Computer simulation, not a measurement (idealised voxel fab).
process module | voxel capacitor over wiring
cross-section cut | 240 nm wide | cells 5 nm
A cross-section is a grid of square cells, given in bands from the top down. A band is one or more rows of cells.
Each band's line starts with the height of the band's top and of its bottom, in nm. Then come its materials from left to right, each with its width in nm. One material with "throughout" fills the band from edge to edge. "air" is empty space.
Height 0 is the level under which the wafer as received is all one material. The lowest band goes on downwards, as in "0 down".
A width such as "30 to 40" changes by the same amount from each row of cells to the next, from the band's top row to its bottom row.
"no change" after a step means that no cell of the cross-section changed.
closed voids: empty space of 8 cells or more with no open way to the top, each as width x height at its distance from the left edge, in nm
after a step's settings: what the simulator itself notes on the step
overlay nm, on a step with a mask: how far to the right of its planned place the mask lay; to the left if negative
plan
1 op RECEIVE | material Si
2 op CONFORMAL_DEP | material SiO2 | thk nm 10
3 op CONFORMAL_DEP | material SiN | thk nm 5
4 op DIRECTIONAL_DEP | material lowk | thk nm 25
5 op MASKED_ETCH | tone open | mask id METAL_1 | width nm 20 | pitch nm 80 | etch materials lowk | depth nm 25 | overlay nm 0
6 op MASKED_ETCH | tone open | mask id METAL_1 | width nm 20 | pitch nm 80 | etch materials SiN | depth nm 5 | overlay nm 0
7 op CONFORMAL_DEP | material TiN | thk nm 5
8 op FILL_DEP | material Cu | thk nm 5
9 op CMP | height nm 40
10 op EPI | material Ru | thk nm 5
11 op FILL_DEP | material SiCN | thk nm 5
12 op DIRECTIONAL_DEP | material SiO2 | thk nm 10
13 op PATTERN | tone open | mask id PLUG_1 | material resist | width nm 15 | thk nm 15 | overlay nm 0
14 op DIRECTIONAL_ETCH | etch materials SiO2 | depth nm 10
15 op DIRECTIONAL_ETCH | etch materials SiCN | depth nm 5
16 op STRIP | etch materials resist
17 op CONFORMAL_DEP | material TiN | thk nm 5
18 op FILL_DEP | material Ru | thk nm 5
19 op CMP | height nm 60
20 op DIRECTIONAL_DEP | material TiN | thk nm 5
21 op DIRECTIONAL_DEP | material HfO2 | thk nm 5
22 op DIRECTIONAL_DEP | material TiN | thk nm 10
23 op MASKED_ETCH | tone cover | mask id UPPER_PLATE | width nm 65 | etch materials TiN | depth nm 10 | overlay nm 0
24 op MASKED_ETCH | tone cover | mask id UPPER_PLATE | width nm 65 | etch materials HfO2 | depth nm 5 | overlay nm 0
25 op MASKED_ETCH | tone cover | mask id LOWER_PLATE | width nm 75 | etch materials TiN | depth nm 5 | overlay nm 0
26 op FILL_DEP | material SiO2 | thk nm 20
27 op CMP | height nm 95
28 op PATTERN | tone open | mask id PLUG_2 | material resist | width nm 15 | thk nm 20 | overlay nm 0
29 op DIRECTIONAL_ETCH | etch materials SiO2 | depth nm 15
30 op STRIP | etch materials resist
31 op CONFORMAL_DEP | material TiN | thk nm 5
32 op FILL_DEP | material Cu | thk nm 5
33 op CMP | height nm 95
34 op CONFORMAL_DEP | material SiCN | thk nm 5
as received, after step 1
  0 down: Si throughout
  closed voids: none
first wafer at the end, as planned
  100 to 95: SiCN throughout
  95 to 85: SiO2 85 | TiN 5 | Cu 5 | TiN 5 | SiO2 140
  85 to 80: SiO2 85 | TiN 15 | SiO2 140
  80 to 70: SiO2 75 | TiN 65 | SiO2 100
  70 to 65: SiO2 75 | HfO2 65 | SiO2 100
  65 to 60: SiO2 70 | TiN 75 | SiO2 95
  60 to 50: SiO2 75 | TiN 5 | Ru 5 | TiN 5 | SiO2 150
  50 to 45: SiCN 75 | TiN 15 | SiCN 150
  45 to 40: SiCN 65 | Ru 30 | SiCN 50 | Ru 30 | SiCN 65
  40 to 15: lowk 70 | TiN 5 | Cu 10 | TiN 5 | lowk 60 | TiN 5 | Cu 10 | TiN 5 | lowk 70
  15 to 10: SiN 70 | TiN 20 | SiN 60 | TiN 20 | SiN 70
  10 to 0: SiO2 throughout
  0 down: Si throughout
  closed voids: none
second wafer at the end: like start, like plan, one mistake
  95 to 90: SiCN throughout
  90 to 85: SiO2 85 | TiN 5 | Cu 5 | TiN 5 | SiO2 140
  85 to 80: SiO2 85 | TiN 15 | SiO2 140
  80 to 70: SiO2 75 | TiN 65 | SiO2 100
  70 to 65: SiO2 75 | HfO2 65 | SiO2 100
  65 to 60: SiO2 70 | TiN 75 | SiO2 95
  60 to 50: SiO2 75 | TiN 5 | Ru 5 | TiN 5 | SiO2 150
  50 to 45: SiCN 75 | TiN 15 | SiCN 150
  45 to 40: SiCN 65 | Ru 30 | SiCN 50 | Ru 30 | SiCN 65
  40 to 15: lowk 70 | TiN 5 | Cu 10 | TiN 5 | lowk 60 | TiN 5 | Cu 10 | TiN 5 | lowk 70
  15 to 10: SiN 70 | TiN 20 | SiN 60 | TiN 20 | SiN 70
  10 to 0: SiO2 throughout
  0 down: Si throughout
  closed voids: none
what went wrong: step 33 ran as: op CMP | height nm 90
at the end the second wafer has, in cells: 1 fewer of Cu | 45 fewer of SiO2 | 2 fewer of TiN
